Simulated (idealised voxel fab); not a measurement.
process module | voxel ribs on slabs
cross-section cut | 150 nm wide | cells 5 nm
A cross-section is a grid of square cells, given in bands from the top down. A band is one or more rows of cells.
Each band's line starts with the height of the band's top and of its bottom, in nm. Then come its materials from left to right, each with its width in nm. One material with "throughout" fills the band from edge to edge. "air" is empty space.
Height 0 is the level under which the wafer as received is all one material. The lowest band goes on downwards, as in "0 down".
A width such as "30 to 40" changes by the same amount from each row of cells to the next, from the band's top row to its bottom row.
"no change" after a step means that no cell of the cross-section changed.
closed voids: empty space of 8 cells or more with no open way to the top, each as width x height at its distance from the left edge, in nm
after a step's settings: what the simulator itself notes on the step
overlay nm, on a step with a mask: how far to the right of its planned place the mask lay; to the left if negative
plan
1 op RECEIVE | material Si
2 op DIRECTIONAL_DEP | material SiO2 | thk nm 25
3 op DIRECTIONAL_DEP | material SiN | thk nm 15
4 op PATTERN | tone cover | mask id RIB | material resist | width nm 15 | thk nm 15 | overlay nm 0
5 op DIRECTIONAL_ETCH | etch materials SiN | depth nm 10
6 op STRIP | etch materials resist
7 op MASKED_ETCH | tone cover | mask id SLAB | width nm 55 | etch materials SiN | depth nm 5 | overlay nm -15
8 op FILL_DEP | material SiO2 | thk nm 15
9 op CMP | height nm 50
10 op DIRECTIONAL_DEP | material TiN | thk nm 5
11 op PATTERN | tone cover | mask id HEATER | material resist | width nm 25 | thk nm 20 | overlay nm 0
12 op DIRECTIONAL_ETCH | etch materials TiN | depth nm 5
13 op STRIP | etch materials resist
14 op CONFORMAL_DEP | material SiN | thk nm 5
varied across the wafers: overlay nm of step 7. The plan shows the first wafer's value. All wafers start alike
first wafer as received, after step 1
  0 down: Si throughout
  closed voids: none
first wafer at the end, after step 14
  60 to 55: air 55 | SiN 35 | air 60
  55 to 50: SiN 60 | TiN 25 | SiN 65
  50 to 40: SiO2 throughout
  40 to 30: SiO2 65 | SiN 15 | SiO2 70
  30 to 25: SiO2 30 | SiN 55 | SiO2 65
  25 to 0: SiO2 throughout
  0 down: Si throughout
  closed voids: none
last wafer at the end
  60 to 55: air 55 | SiN 35 | air 60
  55 to 50: SiN 60 | TiN 25 | SiN 65
  50 to 40: SiO2 throughout
  40 to 30: SiO2 65 | SiN 15 | SiO2 70
  30 to 25: SiO2 60 | SiN 55 | SiO2 35
  25 to 0: SiO2 throughout
  0 down: Si throughout
  closed voids: none
each wafer at the end: cells of each material gained (+) or lost (-) since it was received, then its closed voids
overlay nm -15 | +49 SiN | +283 SiO2 | +5 TiN | closed voids: none
overlay nm -10 | +49 SiN | +283 SiO2 | +5 TiN | closed voids: none
overlay nm -5 | +49 SiN | +283 SiO2 | +5 TiN | closed voids: none
overlay nm 0 | +49 SiN | +283 SiO2 | +5 TiN | closed voids: none
overlay nm 5 | +49 SiN | +283 SiO2 | +5 TiN | closed voids: none
overlay nm 10 | +49 SiN | +283 SiO2 | +5 TiN | closed voids: none
overlay nm 15 | +49 SiN | +283 SiO2 | +5 TiN | closed voids: none
